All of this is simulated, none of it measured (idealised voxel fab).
Process module, titled voxel double patterning
FYI the section here is cut, 285 nm wide, cells are 5 nm squares.
Bands, listed from the top down, are how a cross-section gets written in this document; the cross-section itself is a grid of square cells, and a band is one or more rows of them.
The entry gives the band's vertical extent as a top height and a bottom height in nm, then its horizontal make-up as materials from left to right, each with a width in nm. "blank" stands for empty space; a single material marked "everywhere" fills the band edge to edge.
Height datum 0, below which the as-received substrate wafer is one material. Lowest band open at the bottom, running downward: "0 -> down".
The expression "30->40" gives the width at the extremes of the band, the first number at its top row of cells and the second at its bottom row, with the width changing by equal amounts from each row to the next in between.
You'll sometimes find "left unchanged" written for a step, and that's the way of saying that nowhere in the cross-section did a cell change during that step.
Enclosed voids (no open way to top), threshold 8 cells or more, entry "Completely enclosed voids", notation width x height at distance, distance from left edge, nm.
Step line, after settings: the simulator's comment on this step.
For masked steps, "overlay nm" on the step line gives how far right of plan the mask actually lay; a minus sign means it lay to the left.

**Process steps (planned)**
step 1: RECEIVE: material Si
step 2: CONFORMAL_DEP: material SiO2, thk nm 5
step 3: DIRECTIONAL_DEP: material polySi, thk nm 20
step 4: DIRECTIONAL_DEP: material SiCN, thk nm 5
step 5: MASKED_ETCH: tone open, mask id FIRST, width nm 15, pitch nm 50, etch materials SiCN, depth nm 5, overlay nm 0
step 6: MASKED_ETCH: tone open, mask id SECOND, width nm 15, etch materials SiCN, depth nm 5, overlay nm 0
step 7: DIRECTIONAL_ETCH: etch materials polySi, depth nm 20
step 8: STRIP: etch materials SiCN

**Concerning the first of two wafers, which was run in accordance with the plan**

**As-received wafer cross-section (after step 1)**
    0 -> down | Si everywhere
    Completely enclosed voids: none

**How the wafer stands in section after step 2**
    5 -> 0 | SiO2 everywhere
    Beneath the level 0, the cross-section is identical to its previous state.

**How the wafer stands in section after step 3**
    25 -> 5 | polySi everywhere
    Beneath the level 5, the cross-section is identical to its previous state.

**How the wafer stands in section after step 4**
    30 -> 25 | SiCN everywhere
    Beneath the level 25, the cross-section is identical to its previous state.

**How the wafer stands in section after step 5**
    30 -> 25 | SiCN: 110, then blank: 15, then SiCN: 35, then blank: 15, then SiCN: 110
    Beneath the level 25, the cross-section is identical to its previous state.

**How the wafer stands in section after step 6**
    30 -> 25 | SiCN: 110, then blank: 15, then SiCN: 10, then blank: 15, then SiCN: 10, then blank: 15, then SiCN: 110
    Beneath the level 25, the cross-section is identical to its previous state.

**How the wafer stands in section after step 7**
    30 -> 25 | SiCN: 110, then blank: 15, then SiCN: 10, then blank: 15, then SiCN: 10, then blank: 15, then SiCN: 110
    25 -> 5 | polySi: 110, then blank: 15, then polySi: 10, then blank: 15, then polySi: 10, then blank: 15, then polySi: 110
    Beneath the level 5, the cross-section is identical to its previous state.

**How the wafer stands in section after step 8**
    25 -> 5 | polySi: 110, then blank: 15, then polySi: 10, then blank: 15, then polySi: 10, then blank: 15, then polySi: 110
    Beneath the level 5, the cross-section is identical to its previous state.

**Notes, second wafer: start = first wafer's, plan = first wafer's, execution had one mistake; history identical to first through step 4**

**What the second wafer looks like in cross-section when step 5 should have wrapped up**
    30 -> 25 | blank: 110, then SiCN: 15, then blank: 35, then SiCN: 15, then blank: 110
    Beneath the level 25, the cross-section is identical to its previous state.

What the second wafer looks like in cross-section when step 6 should have wrapped up: left unchanged

**What the second wafer looks like in cross-section when step 7 should have wrapped up**
    30 -> 25 | blank: 110, then SiCN: 15, then blank: 35, then SiCN: 15, then blank: 110
    25 -> 5 | blank: 110, then polySi: 15, then blank: 35, then polySi: 15, then blank: 110
    Beneath the level 5, the cross-section is identical to its previous state.

**What the second wafer looks like in cross-section when step 8 should have wrapped up**
    25 -> 5 | blank: 110, then polySi: 15, then blank: 35, then polySi: 15, then blank: 110
    Beneath the level 5, the cross-section is identical to its previous state.
So what did we get wrong on this run? step 5 went in with a setting other than planned; the actual run was MASKED_ETCH: tone cover, mask id FIRST, width nm 15, pitch nm 50, etch materials SiCN, depth nm 5, overlay nm 0
Counted in cells at the end, the second wafer holds more or fewer of these materials than the first: 168 fewer of polySi
